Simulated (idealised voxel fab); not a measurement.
Documented hereafter: the process module known as voxel spacer lines.
Cross-sectional view cut (width: 175 nm; square cell size: 5 nm).
The cross-sections in this document take the form of a grid made of square cells. They are written out as bands, in order from top to bottom. Each band consists of one or more rows of cells.
For a band, the entry starts with two heights in nm, that of the top and then that of the bottom, and carries on with the band's materials in order from left to right, each alongside its width in nm; the word "full width" beside a single material means it fills the band edge to edge, and "air" means empty space.
Heights are expressed relative to 0, this being the level below which the as-received wafer comprises one material exclusively. The lowest band is unbounded in the downward direction and is denoted as in "z 0 and below".
So if you see something like "30..40" for the width, read it as the top row of the band sitting at the first number and the bottom row at the second, with every row in between moving by the same amount as the last.
A step reported as "no modifications" is a step in which no cell of the cross-section changed.
If an empty space has no open way to the top and is at least 8 cells in size, "Closed cavity list" lists it, written width x height at distance, where distance is measured from the left edge and every value is in nm.
Step line, after settings: the simulator's comment on this step.
"overlay nm" answers the question of how far to the right of plan the mask lay on a step that has a mask, and when it is negative the answer is to the left.

Planned step list for the process
1 RECEIVE, material Si
2 CONFORMAL_DEP, material Al2O3, thk nm 10
3 DIRECTIONAL_DEP, material W, thk nm 15
4 DIRECTIONAL_DEP, material polySi, thk nm 25
5 PATTERN, tone cover, mask id MANDREL, material resist, width nm 20, pitch nm 60, thk nm 30, overlay nm 0
6 DIRECTIONAL_ETCH, etch materials polySi, depth nm 25
7 STRIP, etch materials resist
8 CONFORMAL_DEP, material SiN, thk nm 10
9 DIRECTIONAL_ETCH, etch materials SiN, depth nm 10
10 STRIP, etch materials polySi
11 DIRECTIONAL_ETCH, etch materials W, depth nm 15
12 STRIP, etch materials SiN
13 FILL_DEP, material SiO2, thk nm 10
14 CMP, height nm 25

So this is the incoming wafer in cross-section - it's already been through step 1
z 0 and below  Si full width
Closed cavity list: none

Figure: cross-sectional view of the wafer upon completion of the module, processed from the initial state and according to the plan depicted above, with one error introduced during execution
z 30 to 25  SiO2 full width
z 25 to 10  SiO2 5 nm  W 10 nm  SiO2 20 nm  W 10 nm  SiO2 20 nm  W 10 nm  SiO2 20 nm  W 10 nm  SiO2 20 nm  W 10 nm  SiO2 20 nm  W 10 nm  SiO2 10 nm
z 10 to 0  Al2O3 full width
z 0 and below  Si full width
Closed cavity list: none
Heads up, the wafer didn't run the way we planned it: planned and actual differ for step 14; actual: CMP, height nm 30
